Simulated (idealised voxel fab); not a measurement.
You're looking at the process module voxel wiring stack.
In the cross-section labelled cut, the width is 275 nm and each square cell is 5 nm.
Cross-section layout: square cells on a grid; listed as bands, top to bottom; a band spans one or more cell rows.
Top height, bottom height, nm. Materials left to right, width each, nm. Single material + "edge to edge" = fills band edge to edge. "air" = empty.
Ref level 0: as-received wafer is one material below here. Bottom band extends down with no lower bound ("0 down").
You'd read "30 to 40" like this: the band's top row of cells is as wide as the first number, its bottom row is as wide as the second, and going down, every row changes width by the same amount as the row before did.
Given "no modification" for a step, no cell of the cross-section differs between before and after that step.
The entry "Closed cavity list" lists the empty spaces that cover at least 8 cells and have no open path to the top. Each is written as width x height at distance, where the distance is measured from the left edge and all three values are in nm.
Step line, after settings: the simulator's comment on this step.
The optional step-line setting "overlay nm" applies to steps with a mask and quantifies how far to the right of its planned location the mask lay, a negative value indicating leftward placement.

Plan
| 1 | RECEIVE with material Si |
| 2 | CONFORMAL_DEP with material SiO2, thk nm 10 |
| 3 | CONFORMAL_DEP with material SiN, thk nm 5 |
| 4 | DIRECTIONAL_DEP with material SiO2, thk nm 15 |
| 5 | DIRECTIONAL_DEP with material aC, thk nm 10 |
| 6 | PATTERN with tone open, mask id METAL_1, material resist, width nm 20, pitch nm 40, thk nm 25, overlay nm -15 |
| 7 | DIRECTIONAL_ETCH with etch materials aC, depth nm 10 |
| 8 | STRIP with etch materials resist |
| 9 | DIRECTIONAL_ETCH with etch materials SiO2, depth nm 15 |
| 10 | DIRECTIONAL_ETCH with etch materials SiN, depth nm 5 |
| 11 | STRIP with etch materials aC |
| 12 | CONFORMAL_DEP with material TiN, thk nm 5 |
| 13 | FILL_DEP with material Cu, thk nm 5 |
| 14 | CMP with height nm 30 |
| 15 | CONFORMAL_DEP with material SiCN, thk nm 5 |
| 16 | DIRECTIONAL_DEP with material SiO2, thk nm 20 |
| 17 | MASKED_ETCH with tone open, mask id PLUG_1, width nm 15, pitch nm 40, etch materials SiO2, depth nm 20, overlay nm 0 |
| 18 | MASKED_ETCH with tone open, mask id PLUG_1, width nm 15, pitch nm 40, etch materials SiCN, depth nm 5, overlay nm 0 |
| 19 | EPI with material Ru, thk nm 10 |
| 20 | EPI with material Ru, thk nm 10 |
| 21 | EPI with material Ru, thk nm 5 |
| 22 | CONFORMAL_DEP with material SiN, thk nm 5 |
| 23 | DIRECTIONAL_DEP with material SiO2, thk nm 20 |
| 24 | DIRECTIONAL_DEP with material aC, thk nm 10 |
| 25 | PATTERN with tone open, mask id METAL_2, material resist, width nm 20, pitch nm 40, thk nm 25, overlay nm 0 |
| 26 | DIRECTIONAL_ETCH with etch materials aC, depth nm 10 |
| 27 | STRIP with etch materials resist |
| 28 | DIRECTIONAL_ETCH with etch materials SiO2, depth nm 20 |
| 29 | DIRECTIONAL_ETCH with etch materials SiN, depth nm 5 |
| 30 | STRIP with etch materials aC |
| 31 | CONFORMAL_DEP with material TiN, thk nm 5 |
| 32 | FILL_DEP with material Ru, thk nm 10 |
| 33 | CMP with height nm 80 |
| 34 | CONFORMAL_DEP with material SiCN, thk nm 5 |
| 35 | DIRECTIONAL_DEP with material lowk, thk nm 20 |
| 36 | DIRECTIONAL_DEP with material aC, thk nm 15 |
| 37 | PATTERN with tone open, mask id PLUG_2, material resist, width nm 15, pitch nm 40, thk nm 30, overlay nm 0 |
| 38 | DIRECTIONAL_ETCH with etch materials aC, depth nm 15 |
| 39 | STRIP with etch materials resist |
| 40 | DIRECTIONAL_ETCH with etch materials lowk, depth nm 20 |
| 41 | DIRECTIONAL_ETCH with etch materials SiCN, depth nm 5 |
| 42 | STRIP with etch materials aC |
| 43 | CONFORMAL_DEP with material TiN, thk nm 5 |
| 44 | FILL_DEP with material W, thk nm 10 |
| 45 | CMP with height nm 105 |
| 46 | DIRECTIONAL_DEP with material TiN, thk nm 5 |
| 47 | DIRECTIONAL_DEP with material W, thk nm 15 |
| 48 | MASKED_ETCH with tone cover, mask id METAL_3, width nm 20, pitch nm 40, etch materials W, depth nm 15, overlay nm 0 |
| 49 | MASKED_ETCH with tone cover, mask id METAL_3, width nm 20, pitch nm 40, etch materials TiN, depth nm 5, overlay nm 0 |
| 50 | FILL_DEP with material lowk, thk nm 5 |
| 51 | CMP with height nm 125 |
| 52 | CONFORMAL_DEP with material SiCN, thk nm 5 |
Split variable: overlay nm, step 6. Plan value = first wafer. Wafers start alike.

After step 1, as received: first of several wafers, cross-section
0 down  Si edge to edge
Closed cavity list: none

End-of-module cross-section, first of several wafers, after last step 52
130 to 125  SiCN edge to edge
125 to 110  lowk 65 nm  W 20 nm  lowk 20 nm  W 20 nm  lowk 20 nm  W 20 nm  lowk 20 nm  W 20 nm  lowk 70 nm
110 to 105  lowk 65 nm  TiN 20 nm  lowk 20 nm  TiN 20 nm  lowk 20 nm  TiN 20 nm  lowk 20 nm  TiN 20 nm  lowk 70 nm
105 to 85  lowk 65 nm  TiN 5 nm  W 5 nm  TiN 5 nm  lowk 25 nm  TiN 5 nm  W 5 nm  TiN 5 nm  lowk 25 nm  TiN 5 nm  W 5 nm  TiN 5 nm  lowk 25 nm  TiN 5 nm  W 5 nm  TiN 5 nm  lowk 75 nm
85 to 80  SiCN 65 nm  TiN 15 nm  SiCN 25 nm  TiN 15 nm  SiCN 25 nm  TiN 15 nm  SiCN 25 nm  TiN 15 nm  SiCN 75 nm
80 to 60  SiO2 65 nm  TiN 5 nm  Ru 10 nm  TiN 5 nm  SiO2 20 nm  TiN 5 nm  Ru 10 nm  TiN 5 nm  SiO2 20 nm  TiN 5 nm  Ru 10 nm  TiN 5 nm  SiO2 20 nm  TiN 5 nm  Ru 10 nm  TiN 5 nm  SiO2 70 nm
60 to 55  SiN 65 nm  TiN 20 nm  SiN 20 nm  TiN 20 nm  SiN 20 nm  TiN 20 nm  SiN 20 nm  TiN 20 nm  SiN 70 nm
55 to 35  SiO2 65 nm  Ru 15 nm  SiO2 25 nm  Ru 15 nm  SiO2 25 nm  Ru 15 nm  SiO2 25 nm  Ru 15 nm  SiO2 75 nm
35 to 30  SiCN 65 nm  Ru 15 nm  SiCN 25 nm  Ru 15 nm  SiCN 25 nm  Ru 15 nm  SiCN 25 nm  Ru 15 nm  SiCN 75 nm
30 to 15  SiO2 50 nm  TiN 5 nm  Cu 10 nm  TiN 5 nm  SiO2 20 nm  TiN 5 nm  Cu 10 nm  TiN 5 nm  SiO2 20 nm  TiN 5 nm  Cu 10 nm  TiN 5 nm  SiO2 20 nm  TiN 5 nm  Cu 10 nm  TiN 5 nm  SiO2 85 nm
15 to 10  SiN 50 nm  TiN 20 nm  SiN 20 nm  TiN 20 nm  SiN 20 nm  TiN 20 nm  SiN 20 nm  TiN 20 nm  SiN 85 nm
10 to 0  SiO2 edge to edge
0 down  Si edge to edge
Closed cavity list: none

The final wafer, sectioned at module end
130 to 125  SiCN edge to edge
125 to 110  lowk 65 nm  W 20 nm  lowk 20 nm  W 20 nm  lowk 20 nm  W 20 nm  lowk 20 nm  W 20 nm  lowk 70 nm
110 to 105  lowk 65 nm  TiN 20 nm  lowk 20 nm  TiN 20 nm  lowk 20 nm  TiN 20 nm  lowk 20 nm  TiN 20 nm  lowk 70 nm
105 to 85  lowk 65 nm  TiN 5 nm  W 5 nm  TiN 5 nm  lowk 25 nm  TiN 5 nm  W 5 nm  TiN 5 nm  lowk 25 nm  TiN 5 nm  W 5 nm  TiN 5 nm  lowk 25 nm  TiN 5 nm  W 5 nm  TiN 5 nm  lowk 75 nm
85 to 80  SiCN 65 nm  TiN 15 nm  SiCN 25 nm  TiN 15 nm  SiCN 25 nm  TiN 15 nm  SiCN 25 nm  TiN 15 nm  SiCN 75 nm
80 to 60  SiO2 65 nm  TiN 5 nm  Ru 10 nm  TiN 5 nm  SiO2 20 nm  TiN 5 nm  Ru 10 nm  TiN 5 nm  SiO2 20 nm  TiN 5 nm  Ru 10 nm  TiN 5 nm  SiO2 20 nm  TiN 5 nm  Ru 10 nm  TiN 5 nm  SiO2 70 nm
60 to 55  SiN 65 nm  TiN 20 nm  SiN 20 nm  TiN 20 nm  SiN 20 nm  TiN 20 nm  SiN 20 nm  TiN 20 nm  SiN 70 nm
55 to 35  SiO2 65 nm  SiN 5 nm  TiN 5 nm  SiN 5 nm  SiO2 25 nm  SiN 5 nm  TiN 5 nm  SiN 5 nm  SiO2 25 nm  SiN 5 nm  TiN 5 nm  SiN 5 nm  SiO2 25 nm  SiN 5 nm  TiN 5 nm  SiN 5 nm  SiO2 75 nm
35 to 30  SiCN 65 nm  SiN 5 nm  TiN 5 nm  SiN 5 nm  SiCN 25 nm  SiN 5 nm  TiN 5 nm  SiN 5 nm  SiCN 25 nm  SiN 5 nm  TiN 5 nm  SiN 5 nm  SiCN 25 nm  SiN 5 nm  TiN 5 nm  SiN 5 nm  SiCN 75 nm
30 to 15  SiO2 80 nm  TiN 5 nm  Cu 10 nm  TiN 5 nm  SiO2 20 nm  TiN 5 nm  Cu 10 nm  TiN 5 nm  SiO2 20 nm  TiN 5 nm  Cu 10 nm  TiN 5 nm  SiO2 20 nm  TiN 5 nm  Cu 10 nm  TiN 5 nm  SiO2 55 nm
15 to 10  SiN 80 nm  TiN 20 nm  SiN 20 nm  TiN 20 nm  SiN 20 nm  TiN 20 nm  SiN 20 nm  TiN 20 nm  SiN 55 nm
10 to 0  SiO2 edge to edge
0 down  Si edge to edge
Closed cavity list: none

End of module, by wafer: material-by-material cell gain (+) or loss (-) since receipt, then closed voids
overlay nm -15, +24 Cu, +92 Ru, +141 SiCN, +78 SiN, +555 SiO2, +148 TiN, +64 W, +328 lowk, Closed cavity list: none
overlay nm -10, +24 Cu, +92 Ru, +141 SiCN, +78 SiN, +555 SiO2, +148 TiN, +64 W, +328 lowk, Closed cavity list: none
overlay nm -5, +24 Cu, +92 Ru, +141 SiCN, +78 SiN, +555 SiO2, +148 TiN, +64 W, +328 lowk, Closed cavity list: none
overlay nm 0, +24 Cu, +92 Ru, +141 SiCN, +78 SiN, +555 SiO2, +148 TiN, +64 W, +328 lowk, Closed cavity list: none
overlay nm 5, +24 Cu, +92 Ru, +141 SiCN, +78 SiN, +555 SiO2, +148 TiN, +64 W, +328 lowk, Closed cavity list: none
overlay nm 10, +24 Cu, +92 Ru, +141 SiCN, +78 SiN, +555 SiO2, +148 TiN, +64 W, +328 lowk, Closed cavity list: none
overlay nm 15, +24 Cu, +32 Ru, +141 SiCN, +118 SiN, +555 SiO2, +168 TiN, +64 W, +328 lowk, Closed cavity list: none
